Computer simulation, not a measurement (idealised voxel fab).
The following is a process module called voxel ribs on slabs.
Square cell edge 5 nm, section width 300 nm, ID cut.
In this document a cross-section is written as a grid of square cells. It is given as a series of bands, listed from the top down, and a band is one or more rows of cells. Top, bottom (nm), then materials left to right with widths (nm); lone material tagged "all across" fills the whole band edge to edge; "empty" = empty space. Measure heights from 0. That's the level where, below it, the as-received wafer is all one material. The lowest band is bottomless and extends downward; write it as in "0..down". A width such as "30..40" changes by the same amount from each row of cells to the next, from the band's top row to its bottom row. Reading "no change occurred" for a step: not a cell of the cross-section changed in it. For the entry "Completely sealed voids", the listed items are empty spaces with no open way to the top whose size is 8 cells or more; each item follows the pattern width x height at distance, where distance is from the left edge and all three are in nm. That trailing text on a step's line, after the settings, is the simulator's own remark on the step. overlay nm: mask right of planned place by this much (step with mask). Neg. = left.

**Here's what the planned process steps look like**
1 RECEIVE,material Si
2 DIRECTIONAL_DEP,material SiO2,thk nm 25
3 DIRECTIONAL_DEP,material SiN,thk nm 15
4 PATTERN,tone cover,mask id RIB,material resist,width nm 25,thk nm 20,overlay nm 0
5 DIRECTIONAL_ETCH,etch materials SiN,depth nm 5
6 STRIP,etch materials resist
7 PATTERN,tone cover,mask id SLAB,material resist,width nm 85,thk nm 15,overlay nm 0
8 DIRECTIONAL_ETCH,etch materials SiN,depth nm 10
9 STRIP,etch materials resist
10 FILL_DEP,material SiO2,thk nm 25
11 CMP,height nm 60
12 DIRECTIONAL_DEP,material W,thk nm 5
13 PATTERN,tone cover,mask id HEATER,material resist,width nm 35,thk nm 15,overlay nm 0
14 DIRECTIONAL_ETCH,etch materials W,depth nm 5
15 STRIP,etch materials resist
16 CONFORMAL_DEP,material SiO2,thk nm 5

**The first of the two wafers, which ran as planned**

**Cross-section of the incoming wafer, state after step 1**
- 0..down: Si all across
- Completely sealed voids: none

**Cross-section of the wafer after step 2**
- 25..0: SiO2 all across
- Note: structure below 0 unchanged.

**Cross-section of the wafer after step 3**
- 40..25: SiN all across
- Note: structure below 25 unchanged.

**Cross-section of the wafer after step 4**
- 60..40: 135 nm empty  25 nm resist  140 nm empty
- Note: structure below 40 unchanged.

**Cross-section of the wafer after step 5**
- 60..40: 135 nm empty  25 nm resist  140 nm empty
- 40..35: 135 nm empty  25 nm SiN  140 nm empty
- Note: structure below 35 unchanged.

**Cross-section of the wafer after step 6**
- 40..35: 135 nm empty  25 nm SiN  140 nm empty
- Note: structure below 35 unchanged.

**Cross-section of the wafer after step 7**
- 55..40: 105 nm empty  85 nm resist  110 nm empty
- 40..35: 105 nm empty  30 nm resist  25 nm SiN  30 nm resist  110 nm empty
- Note: structure below 35 unchanged.

**Cross-section of the wafer after step 8**
- 55..40: 105 nm empty  85 nm resist  110 nm empty
- 40..35: 105 nm empty  30 nm resist  25 nm SiN  30 nm resist  110 nm empty
- 35..25: 105 nm empty  85 nm SiN  110 nm empty
- Note: structure below 25 unchanged.

**Cross-section of the wafer after step 9**
- 40..35: 135 nm empty  25 nm SiN  140 nm empty
- Note: structure below 35 unchanged.

**Cross-section of the wafer after step 10**
- 65..40: SiO2 all across
- 40..35: 135 nm SiO2  25 nm SiN  140 nm SiO2
- 35..25: 105 nm SiO2  85 nm SiN  110 nm SiO2
- Note: structure below 25 unchanged.

**Cross-section of the wafer after step 11**
- 60..40: SiO2 all across
- Note: structure below 40 unchanged.

**Cross-section of the wafer after step 12**
- 65..60: W all across
- Note: structure below 60 unchanged.

**Cross-section of the wafer after step 13**
- 80..65: 130 nm empty  35 nm resist  135 nm empty
- Note: structure below 65 unchanged.

**Cross-section of the wafer after step 14**
- 80..65: 130 nm empty  35 nm resist  135 nm empty
- 65..60: 130 nm empty  35 nm W  135 nm empty
- Note: structure below 60 unchanged.

**Cross-section of the wafer after step 15**
- 65..60: 130 nm empty  35 nm W  135 nm empty
- Note: structure below 60 unchanged.

**Cross-section of the wafer after step 16**
- 70..65: 125 nm empty  45 nm SiO2  130 nm empty
- 65..60: 130 nm SiO2  35 nm W  135 nm SiO2
- Note: structure below 60 unchanged.

**Second wafer. Start and plan as for the first. One mistake made in running. Agrees with the first up to and including step 1**

**Cross-section of the second wafer at the time by which step 2 should have been completed according to the plan**
- 15..0: SiN all across
- Note: structure below 0 unchanged.

**Cross-section of the second wafer at the time by which step 3 should have been completed according to the plan**
- 40..15: SiO2 all across
- Note: structure below 15 unchanged.

**Cross-section of the second wafer at the time by which step 4 should have been completed according to the plan**
- 60..40: 135 nm empty  25 nm resist  140 nm empty
- Note: structure below 40 unchanged.

Cross-section of the second wafer at the time by which step 5 should have been completed according to the plan: no change occurred

**Cross-section of the second wafer at the time by which step 6 should have been completed according to the plan**
- 40..15: SiO2 all across
- Note: structure below 15 unchanged.

**Cross-section of the second wafer at the time by which step 7 should have been completed according to the plan**
- 55..40: 105 nm empty  85 nm resist  110 nm empty
- Note: structure below 40 unchanged.

Cross-section of the second wafer at the time by which step 8 should have been completed according to the plan: no change occurred

**Cross-section of the second wafer at the time by which step 9 should have been completed according to the plan**
- 40..15: SiO2 all across
- Note: structure below 15 unchanged.

**Cross-section of the second wafer at the time by which step 10 should have been completed according to the plan**
- 65..15: SiO2 all across
- Note: structure below 15 unchanged.

**Cross-section of the second wafer at the time by which step 11 should have been completed according to the plan**
- 60..15: SiO2 all across
- Note: structure below 15 unchanged.

**Cross-section of the second wafer at the time by which step 12 should have been completed according to the plan**
- 65..60: W all across
- Note: structure below 60 unchanged.

**Cross-section of the second wafer at the time by which step 13 should have been completed according to the plan**
- 80..65: 130 nm empty  35 nm resist  135 nm empty
- Note: structure below 65 unchanged.

**Cross-section of the second wafer at the time by which step 14 should have been completed according to the plan**
- 80..65: 130 nm empty  35 nm resist  135 nm empty
- 65..60: 130 nm empty  35 nm W  135 nm empty
- Note: structure below 60 unchanged.

**Cross-section of the second wafer at the time by which step 15 should have been completed according to the plan**
- 65..60: 130 nm empty  35 nm W  135 nm empty
- Note: structure below 60 unchanged.

**Cross-section of the second wafer at the time by which step 16 should have been completed according to the plan**
- 70..65: 125 nm empty  45 nm SiO2  130 nm empty
- 65..60: 130 nm SiO2  35 nm W  135 nm SiO2
- Note: structure below 60 unchanged.
It is concluded that the wafer was processed incorrectly with respect to the plan, in that the intended sequence of steps 2 and 3 was reversed during processing, with each occupying the position of the other
FYI, end of process, the second wafer has more or fewer cells of some materials than the first: +141 SiN; -141 SiO2
